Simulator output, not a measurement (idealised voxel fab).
The name of this process module is voxel capacitor over wiring.
The cross-section shown here is cut; it is 170 nm wide and divided into square cells measuring 5 nm on a side.
Cross-sections here: square-cell grids, written as top-down lists of bands, a band being one or more rows of cells.
Band entry format. Leading values: height of top, height of bottom, nm. Remainder: materials in left-to-right order, each with its width in nm. Special words: "throughout" on a single material, which then fills the band edge to edge; "blank", empty space.
Convention: height 0 is the level below which the wafer, as received, is all one material. The lowest band does not terminate at the bottom but continues downward, represented as "0 nm and below".
A two-number width, for instance "30->40", indicates that the width is equal to the first number in the top row of the band and to the second number in the bottom row, and that it changes by a constant amount per row of cells.
"no change occurred", as given for a step, is the statement that not any cell of the cross-section underwent a change during that step.
Basically, "Closed void roster" tells you about the enclosed voids: empty spaces with no open way to the top, 8 cells or bigger, each written width x height at distance, where distance is from the left edge, all in nm.
after a step's settings: what the simulator itself notes on the step
overlay nm: mask offset rightward from planned place, masked step; negative means leftward offset.
Steps planned for the process
1. RECEIVE | material Si
2. CONFORMAL_DEP | material SiO2 | thk nm 10
3. DIRECTIONAL_DEP | material TiN | thk nm 5
4. DIRECTIONAL_DEP | material Ru | thk nm 15
5. PATTERN | tone cover | mask id METAL_1 | material resist | width nm 25 | pitch nm 85 | thk nm 15 | overlay nm 0
6. DIRECTIONAL_ETCH | etch materials Ru | depth nm 15
7. DIRECTIONAL_ETCH | etch materials TiN | depth nm 5
8. STRIP | etch materials resist
9. FILL_DEP | material lowk | thk nm 10
10. CMP | height nm 30
11. CONFORMAL_DEP | material SiCN | thk nm 5
12. DIRECTIONAL_DEP | material lowk | thk nm 10
13. PATTERN | tone open | mask id PLUG_1 | material resist | width nm 15 | thk nm 15 | overlay nm 0
14. DIRECTIONAL_ETCH | etch materials lowk | depth nm 10
15. DIRECTIONAL_ETCH | etch materials SiCN | depth nm 5
16. STRIP | etch materials resist
17. EPI | material Ru | thk nm 10
18. EPI | material Ru | thk nm 5
19. DIRECTIONAL_DEP | material TiN | thk nm 10
20. DIRECTIONAL_DEP | material Al2O3 | thk nm 5
21. DIRECTIONAL_DEP | material TiN | thk nm 5
22. MASKED_ETCH | tone cover | mask id UPPER_PLATE | width nm 65 | etch materials TiN | depth nm 5 | overlay nm 0
23. MASKED_ETCH | tone cover | mask id UPPER_PLATE | width nm 65 | etch materials Al2O3 | depth nm 5 | overlay nm 0
24. DIRECTIONAL_DEP | material aC | thk nm 15
25. PATTERN | tone cover | mask id LOWER_PLATE | material resist | width nm 75 | thk nm 35 | overlay nm 0
26. DIRECTIONAL_ETCH | etch materials aC | depth nm 15
27. STRIP | etch materials resist
28. DIRECTIONAL_ETCH | etch materials TiN | depth nm 10
29. STRIP | etch materials aC
30. FILL_DEP | material SiO2 | thk nm 20
31. CMP | height nm 80
32. DIRECTIONAL_DEP | material aC | thk nm 15
33. PATTERN | tone open | mask id PLUG_2 | material resist | width nm 15 | thk nm 30 | overlay nm 0
34. DIRECTIONAL_ETCH | etch materials aC | depth nm 15
35. STRIP | etch materials resist
36. DIRECTIONAL_ETCH | etch materials SiO2 | depth nm 15
37. STRIP | etch materials aC
38. CONFORMAL_DEP | material TiN | thk nm 5
39. FILL_DEP | material Cu | thk nm 5
40. CMP | height nm 80
41. CONFORMAL_DEP | material SiN | thk nm 5
Concerning the first of two wafers, which was run in accordance with the plan
As received (post step 1): cross-section
- 0 nm and below  Si throughout
- Closed void roster: none
Wafer xsec, post step 2
- 10 nm to 0 nm  SiO2 throughout
- Under 0: no change, same as before.
Wafer xsec, post step 3
- 15 nm to 10 nm  TiN throughout
- Under 10: no change, same as before.
Wafer xsec, post step 4
- 30 nm to 15 nm  Ru throughout
- Under 15: no change, same as before.
Wafer xsec, post step 5
- 45 nm to 30 nm  30 nm blank / 25 nm resist / 60 nm blank / 25 nm resist / 30 nm blank
- Under 30: no change, same as before.
Wafer xsec, post step 6
- 45 nm to 30 nm  30 nm blank / 25 nm resist / 60 nm blank / 25 nm resist / 30 nm blank
- 30 nm to 15 nm  30 nm blank / 25 nm Ru / 60 nm blank / 25 nm Ru / 30 nm blank
- Under 15: no change, same as before.
Wafer xsec, post step 7
- 45 nm to 30 nm  30 nm blank / 25 nm resist / 60 nm blank / 25 nm resist / 30 nm blank
- 30 nm to 15 nm  30 nm blank / 25 nm Ru / 60 nm blank / 25 nm Ru / 30 nm blank
- 15 nm to 10 nm  30 nm blank / 25 nm TiN / 60 nm blank / 25 nm TiN / 30 nm blank
- Under 10: no change, same as before.
Wafer xsec, post step 8
- 30 nm to 15 nm  30 nm blank / 25 nm Ru / 60 nm blank / 25 nm Ru / 30 nm blank
- Under 15: no change, same as before.
Wafer xsec, post step 9
- 40 nm to 30 nm  lowk throughout
- 30 nm to 15 nm  30 nm lowk / 25 nm Ru / 60 nm lowk / 25 nm Ru / 30 nm lowk
- 15 nm to 10 nm  30 nm lowk / 25 nm TiN / 60 nm lowk / 25 nm TiN / 30 nm lowk
- Under 10: no change, same as before.
Wafer xsec, post step 10
- 30 nm to 15 nm  30 nm lowk / 25 nm Ru / 60 nm lowk / 25 nm Ru / 30 nm lowk
- Under 15: no change, same as before.
Wafer xsec, post step 11
- 35 nm to 30 nm  SiCN throughout
- Under 30: no change, same as before.
Wafer xsec, post step 12
- 45 nm to 35 nm  lowk throughout
- Under 35: no change, same as before.
Wafer xsec, post step 13
- 60 nm to 45 nm  40 nm resist / 15 nm blank / 115 nm resist
- Under 45: no change, same as before.
Wafer xsec, post step 14
- 60 nm to 45 nm  40 nm resist / 15 nm blank / 115 nm resist
- 45 nm to 35 nm  40 nm lowk / 15 nm blank / 115 nm lowk
- Under 35: no change, same as before.
Wafer xsec, post step 15
- 60 nm to 45 nm  40 nm resist / 15 nm blank / 115 nm resist
- 45 nm to 35 nm  40 nm lowk / 15 nm blank / 115 nm lowk
- 35 nm to 30 nm  40 nm SiCN / 15 nm blank / 115 nm SiCN
- Under 30: no change, same as before.
Wafer xsec, post step 16
- 45 nm to 35 nm  40 nm lowk / 15 nm blank / 115 nm lowk
- Under 35: no change, same as before.
Wafer xsec, post step 17
- 45 nm to 40 nm  40 nm lowk / 15 nm blank / 115 nm lowk
- 40 nm to 35 nm  40 nm lowk / 15 nm Ru / 115 nm lowk
- 35 nm to 30 nm  40 nm SiCN / 15 nm Ru / 115 nm SiCN
- Under 30: no change, same as before.
Wafer xsec, post step 18
- 45 nm to 35 nm  40 nm lowk / 15 nm Ru / 115 nm lowk
- Under 35: no change, same as before.
Wafer xsec, post step 19
- 55 nm to 45 nm  TiN throughout
- Under 45: no change, same as before.
Wafer xsec, post step 20
- 60 nm to 55 nm  Al2O3 throughout
- Under 55: no change, same as before.
Wafer xsec, post step 21
- 65 nm to 60 nm  TiN throughout
- Under 60: no change, same as before.
Wafer xsec, post step 22
- 65 nm to 60 nm  40 nm blank / 65 nm TiN / 65 nm blank
- Under 60: no change, same as before.
Wafer xsec, post step 23
- 65 nm to 60 nm  40 nm blank / 65 nm TiN / 65 nm blank
- 60 nm to 55 nm  40 nm blank / 65 nm Al2O3 / 65 nm blank
- Under 55: no change, same as before.
Wafer xsec, post step 24
- 80 nm to 70 nm  40 nm blank / 65 nm aC / 65 nm blank
- 70 nm to 65 nm  aC throughout
- 65 nm to 60 nm  40 nm aC / 65 nm TiN / 65 nm aC
- 60 nm to 55 nm  40 nm aC / 65 nm Al2O3 / 65 nm aC
- Under 55: no change, same as before.
Wafer xsec, post step 25
- 115 nm to 80 nm  35 nm blank / 75 nm resist / 60 nm blank
- 80 nm to 70 nm  35 nm blank / 5 nm resist / 65 nm aC / 5 nm resist / 60 nm blank
- Under 70: no change, same as before.
Wafer xsec, post step 26
- 100 nm to 80 nm  35 nm blank / 75 nm resist / 60 nm blank
- 80 nm to 70 nm  35 nm blank / 5 nm resist / 65 nm aC / 5 nm resist / 60 nm blank
- 70 nm to 65 nm  35 nm blank / 75 nm aC / 60 nm blank
- 65 nm to 60 nm  35 nm blank / 5 nm aC / 65 nm TiN / 5 nm aC / 60 nm blank
- 60 nm to 55 nm  35 nm blank / 5 nm aC / 65 nm Al2O3 / 5 nm aC / 60 nm blank
- Under 55: no change, same as before.
Wafer xsec, post step 27
- 80 nm to 70 nm  40 nm blank / 65 nm aC / 65 nm blank
- Under 70: no change, same as before.
Wafer xsec, post step 28
- 80 nm to 70 nm  40 nm blank / 65 nm aC / 65 nm blank
- 70 nm to 65 nm  35 nm blank / 75 nm aC / 60 nm blank
- 65 nm to 60 nm  35 nm blank / 5 nm aC / 65 nm TiN / 5 nm aC / 60 nm blank
- 60 nm to 55 nm  35 nm blank / 5 nm aC / 65 nm Al2O3 / 5 nm aC / 60 nm blank
- 55 nm to 45 nm  35 nm blank / 75 nm TiN / 60 nm blank
- Under 45: no change, same as before.
Wafer xsec, post step 29
- 65 nm to 60 nm  40 nm blank / 65 nm TiN / 65 nm blank
- 60 nm to 55 nm  40 nm blank / 65 nm Al2O3 / 65 nm blank
- Under 55: no change, same as before.
Wafer xsec, post step 30
- 85 nm to 65 nm  SiO2 throughout
- 65 nm to 60 nm  40 nm SiO2 / 65 nm TiN / 65 nm SiO2
- 60 nm to 55 nm  40 nm SiO2 / 65 nm Al2O3 / 65 nm SiO2
- 55 nm to 45 nm  35 nm SiO2 / 75 nm TiN / 60 nm SiO2
- Under 45: no change, same as before.
Wafer xsec, post step 31
- 80 nm to 65 nm  SiO2 throughout
- Under 65: no change, same as before.
Wafer xsec, post step 32
- 95 nm to 80 nm  aC throughout
- Under 80: no change, same as before.
Wafer xsec, post step 33
- 125 nm to 95 nm  50 nm resist / 15 nm blank / 105 nm resist
- Under 95: no change, same as before.
Wafer xsec, post step 34
- 110 nm to 95 nm  50 nm resist / 15 nm blank / 105 nm resist
- 95 nm to 80 nm  50 nm aC / 15 nm blank / 105 nm aC
- Under 80: no change, same as before.
Wafer xsec, post step 35
- 95 nm to 80 nm  50 nm aC / 15 nm blank / 105 nm aC
- Under 80: no change, same as before.
Wafer xsec, post step 36
- 95 nm to 80 nm  50 nm aC / 15 nm blank / 105 nm aC
- 80 nm to 65 nm  50 nm SiO2 / 15 nm blank / 105 nm SiO2
- Under 65: no change, same as before.
Wafer xsec, post step 37
- 80 nm to 65 nm  50 nm SiO2 / 15 nm blank / 105 nm SiO2
- Under 65: no change, same as before.
Wafer xsec, post step 38
- 85 nm to 80 nm  55 nm TiN / 5 nm blank / 110 nm TiN
- 80 nm to 70 nm  50 nm SiO2 / 5 nm TiN / 5 nm blank / 5 nm TiN / 105 nm SiO2
- 70 nm to 60 nm  50->40 nm SiO2 / 15->65 nm TiN / 105->65 nm SiO2
- Under 60: no change, same as before.
Wafer xsec, post step 39
- 90 nm to 85 nm  Cu throughout
- 85 nm to 80 nm  55 nm TiN / 5 nm Cu / 110 nm TiN
- 80 nm to 70 nm  50 nm SiO2 / 5 nm TiN / 5 nm Cu / 5 nm TiN / 105 nm SiO2
- Under 70: no change, same as before.
Wafer xsec, post step 40
- 80 nm to 70 nm  50 nm SiO2 / 5 nm TiN / 5 nm Cu / 5 nm TiN / 105 nm SiO2
- Under 70: no change, same as before.
Wafer xsec, post step 41
- 85 nm to 80 nm  SiN throughout
- Under 80: no change, same as before.
Second of two: same start, same plan, one run error; steps up to and including 1 match the first
Planned end of step 2: second wafer, cross-section: no change occurred
Planned end of step 3: second wafer, cross-section
- 5 nm to 0 nm  TiN throughout
- Under 0: no change, same as before.
Planned end of step 4: second wafer, cross-section
- 20 nm to 5 nm  Ru throughout
- Under 5: no change, same as before.
Planned end of step 5: second wafer, cross-section
- 35 nm to 20 nm  30 nm blank / 25 nm resist / 60 nm blank / 25 nm resist / 30 nm blank
- Under 20: no change, same as before.
Planned end of step 6: second wafer, cross-section
- 35 nm to 20 nm  30 nm blank / 25 nm resist / 60 nm blank / 25 nm resist / 30 nm blank
- 20 nm to 5 nm  30 nm blank / 25 nm Ru / 60 nm blank / 25 nm Ru / 30 nm blank
- Under 5: no change, same as before.
Planned end of step 7: second wafer, cross-section
- 35 nm to 20 nm  30 nm blank / 25 nm resist / 60 nm blank / 25 nm resist / 30 nm blank
- 20 nm to 5 nm  30 nm blank / 25 nm Ru / 60 nm blank / 25 nm Ru / 30 nm blank
- 5 nm to 0 nm  30 nm blank / 25 nm TiN / 60 nm blank / 25 nm TiN / 30 nm blank
- Under 0: no change, same as before.
Planned end of step 8: second wafer, cross-section
- 20 nm to 5 nm  30 nm blank / 25 nm Ru / 60 nm blank / 25 nm Ru / 30 nm blank
- Under 5: no change, same as before.
Planned end of step 9: second wafer, cross-section
- 30 nm to 20 nm  lowk throughout
- 20 nm to 5 nm  30 nm lowk / 25 nm Ru / 60 nm lowk / 25 nm Ru / 30 nm lowk
- 5 nm to 0 nm  30 nm lowk / 25 nm TiN / 60 nm lowk / 25 nm TiN / 30 nm lowk
- Under 0: no change, same as before.
Planned end of step 10: second wafer, cross-section: no change occurred
Planned end of step 11: second wafer, cross-section
- 35 nm to 30 nm  SiCN throughout
- Under 30: no change, same as before.
Planned end of step 12: second wafer, cross-section
- 45 nm to 35 nm  lowk throughout
- Under 35: no change, same as before.
Planned end of step 13: second wafer, cross-section
- 60 nm to 45 nm  40 nm resist / 15 nm blank / 115 nm resist
- Under 45: no change, same as before.
Planned end of step 14: second wafer, cross-section
- 60 nm to 45 nm  40 nm resist / 15 nm blank / 115 nm resist
- 45 nm to 35 nm  40 nm lowk / 15 nm blank / 115 nm lowk
- Under 35: no change, same as before.
Planned end of step 15: second wafer, cross-section
- 60 nm to 45 nm  40 nm resist / 15 nm blank / 115 nm resist
- 45 nm to 35 nm  40 nm lowk / 15 nm blank / 115 nm lowk
- 35 nm to 30 nm  40 nm SiCN / 15 nm blank / 115 nm SiCN
- Under 30: no change, same as before.
Planned end of step 16: second wafer, cross-section
- 45 nm to 35 nm  40 nm lowk / 15 nm blank / 115 nm lowk
- Under 35: no change, same as before.
Planned end of step 17: second wafer, cross-section: no change occurred
Planned end of step 18: second wafer, cross-section: no change occurred
Planned end of step 19: second wafer, cross-section
- 55 nm to 45 nm  40 nm TiN / 15 nm blank / 115 nm TiN
- 45 nm to 40 nm  40 nm lowk / 15 nm blank / 115 nm lowk
- 40 nm to 35 nm  40 nm lowk / 15 nm TiN / 115 nm lowk
- 35 nm to 30 nm  40 nm SiCN / 15 nm TiN / 115 nm SiCN
- Under 30: no change, same as before.
Planned end of step 20: second wafer, cross-section
- 60 nm to 55 nm  40 nm Al2O3 / 15 nm blank / 115 nm Al2O3
- 55 nm to 45 nm  40 nm TiN / 15 nm blank / 115 nm TiN
- 45 nm to 40 nm  40 nm lowk / 15 nm Al2O3 / 115 nm lowk
- Under 40: no change, same as before.
Planned end of step 21: second wafer, cross-section
- 65 nm to 60 nm  40 nm TiN / 15 nm blank / 115 nm TiN
- 60 nm to 55 nm  40 nm Al2O3 / 15 nm blank / 115 nm Al2O3
- 55 nm to 50 nm  40 nm TiN / 15 nm blank / 115 nm TiN
- 50 nm to 45 nm  TiN throughout
- Under 45: no change, same as before.
Planned end of step 22: second wafer, cross-section
- 65 nm to 60 nm  55 nm blank / 50 nm TiN / 65 nm blank
- Under 60: no change, same as before.
Planned end of step 23: second wafer, cross-section
- 65 nm to 60 nm  55 nm blank / 50 nm TiN / 65 nm blank
- 60 nm to 55 nm  55 nm blank / 50 nm Al2O3 / 65 nm blank
- Under 55: no change, same as before.
Planned end of step 24: second wafer, cross-section
- 80 nm to 70 nm  55 nm blank / 50 nm aC / 65 nm blank
- 70 nm to 65 nm  40 nm aC / 15 nm blank / 115 nm aC
- 65 nm to 60 nm  55 nm aC / 50 nm TiN / 65 nm aC
- 60 nm to 55 nm  55 nm aC / 50 nm Al2O3 / 65 nm aC
- 55 nm to 50 nm  40 nm TiN / 15 nm aC / 115 nm TiN
- Under 50: no change, same as before.
Planned end of step 25: second wafer, cross-section
- 115 nm to 80 nm  35 nm blank / 75 nm resist / 60 nm blank
- 80 nm to 70 nm  35 nm blank / 20 nm resist / 50 nm aC / 5 nm resist / 60 nm blank
- 70 nm to 65 nm  40 nm aC / 15 nm resist / 115 nm aC
- Under 65: no change, same as before.
Planned end of step 26: second wafer, cross-section
- 100 nm to 80 nm  35 nm blank / 75 nm resist / 60 nm blank
- 80 nm to 70 nm  35 nm blank / 20 nm resist / 50 nm aC / 5 nm resist / 60 nm blank
- 70 nm to 65 nm  35 nm blank / 5 nm aC / 15 nm resist / 55 nm aC / 60 nm blank
- 65 nm to 60 nm  35 nm blank / 20 nm aC / 50 nm TiN / 5 nm aC / 60 nm blank
- 60 nm to 55 nm  35 nm blank / 20 nm aC / 50 nm Al2O3 / 5 nm aC / 60 nm blank
- Under 55: no change, same as before.
Planned end of step 27: second wafer, cross-section
- 80 nm to 70 nm  55 nm blank / 50 nm aC / 65 nm blank
- 70 nm to 65 nm  35 nm blank / 5 nm aC / 15 nm blank / 55 nm aC / 60 nm blank
- Under 65: no change, same as before.
Planned end of step 28: second wafer, cross-section
- 80 nm to 70 nm  55 nm blank / 50 nm aC / 65 nm blank
- 70 nm to 65 nm  35 nm blank / 5 nm aC / 15 nm blank / 55 nm aC / 60 nm blank
- 65 nm to 60 nm  35 nm blank / 20 nm aC / 50 nm TiN / 5 nm aC / 60 nm blank
- 60 nm to 55 nm  35 nm blank / 20 nm aC / 50 nm Al2O3 / 5 nm aC / 60 nm blank
- 55 nm to 50 nm  35 nm blank / 5 nm TiN / 15 nm aC / 55 nm TiN / 60 nm blank
- 50 nm to 45 nm  35 nm blank / 75 nm TiN / 60 nm blank
- Under 45: no change, same as before.
Planned end of step 29: second wafer, cross-section
- 65 nm to 60 nm  55 nm blank / 50 nm TiN / 65 nm blank
- 60 nm to 55 nm  55 nm blank / 50 nm Al2O3 / 65 nm blank
- 55 nm to 50 nm  35 nm blank / 5 nm TiN / 15 nm blank / 55 nm TiN / 60 nm blank
- Under 50: no change, same as before.
Planned end of step 30: second wafer, cross-section
- 85 nm to 65 nm  SiO2 throughout
- 65 nm to 60 nm  55 nm SiO2 / 50 nm TiN / 65 nm SiO2
- 60 nm to 55 nm  55 nm SiO2 / 50 nm Al2O3 / 65 nm SiO2
- 55 nm to 50 nm  35 nm SiO2 / 5 nm TiN / 15 nm SiO2 / 55 nm TiN / 60 nm SiO2
- 50 nm to 45 nm  35 nm SiO2 / 75 nm TiN / 60 nm SiO2
- Under 45: no change, same as before.
Planned end of step 31: second wafer, cross-section
- 80 nm to 65 nm  SiO2 throughout
- Under 65: no change, same as before.
Planned end of step 32: second wafer, cross-section
- 95 nm to 80 nm  aC throughout
- Under 80: no change, same as before.
Planned end of step 33: second wafer, cross-section
- 125 nm to 95 nm  50 nm resist / 15 nm blank / 105 nm resist
- Under 95: no change, same as before.
Planned end of step 34: second wafer, cross-section
- 110 nm to 95 nm  50 nm resist / 15 nm blank / 105 nm resist
- 95 nm to 80 nm  50 nm aC / 15 nm blank / 105 nm aC
- Under 80: no change, same as before.
Planned end of step 35: second wafer, cross-section
- 95 nm to 80 nm  50 nm aC / 15 nm blank / 105 nm aC
- Under 80: no change, same as before.
Planned end of step 36: second wafer, cross-section
- 95 nm to 80 nm  50 nm aC / 15 nm blank / 105 nm aC
- 80 nm to 65 nm  50 nm SiO2 / 15 nm blank / 105 nm SiO2
- Under 65: no change, same as before.
Planned end of step 37: second wafer, cross-section
- 80 nm to 65 nm  50 nm SiO2 / 15 nm blank / 105 nm SiO2
- Under 65: no change, same as before.
Planned end of step 38: second wafer, cross-section
- 85 nm to 80 nm  55 nm TiN / 5 nm blank / 110 nm TiN
- 80 nm to 70 nm  50 nm SiO2 / 5 nm TiN / 5 nm blank / 5 nm TiN / 105 nm SiO2
- 70 nm to 60 nm  50->55 nm SiO2 / 15->50 nm TiN / 105->65 nm SiO2
- Under 60: no change, same as before.
Planned end of step 39: second wafer, cross-section
- 90 nm to 85 nm  Cu throughout
- 85 nm to 80 nm  55 nm TiN / 5 nm Cu / 110 nm TiN
- 80 nm to 70 nm  50 nm SiO2 / 5 nm TiN / 5 nm Cu / 5 nm TiN / 105 nm SiO2
- Under 70: no change, same as before.
Planned end of step 40: second wafer, cross-section
- 80 nm to 70 nm  50 nm SiO2 / 5 nm TiN / 5 nm Cu / 5 nm TiN / 105 nm SiO2
- Under 70: no change, same as before.
Planned end of step 41: second wafer, cross-section
- 85 nm to 80 nm  SiN throughout
- Under 80: no change, same as before.
It is concluded that the wafer was processed incorrectly with respect to the plan, in that step 2 was left out
Per the end-of-run cell counts, the second wafer holds more or fewer of some materials than the first: -9 Ru | -59 SiO2 | +68 lowk
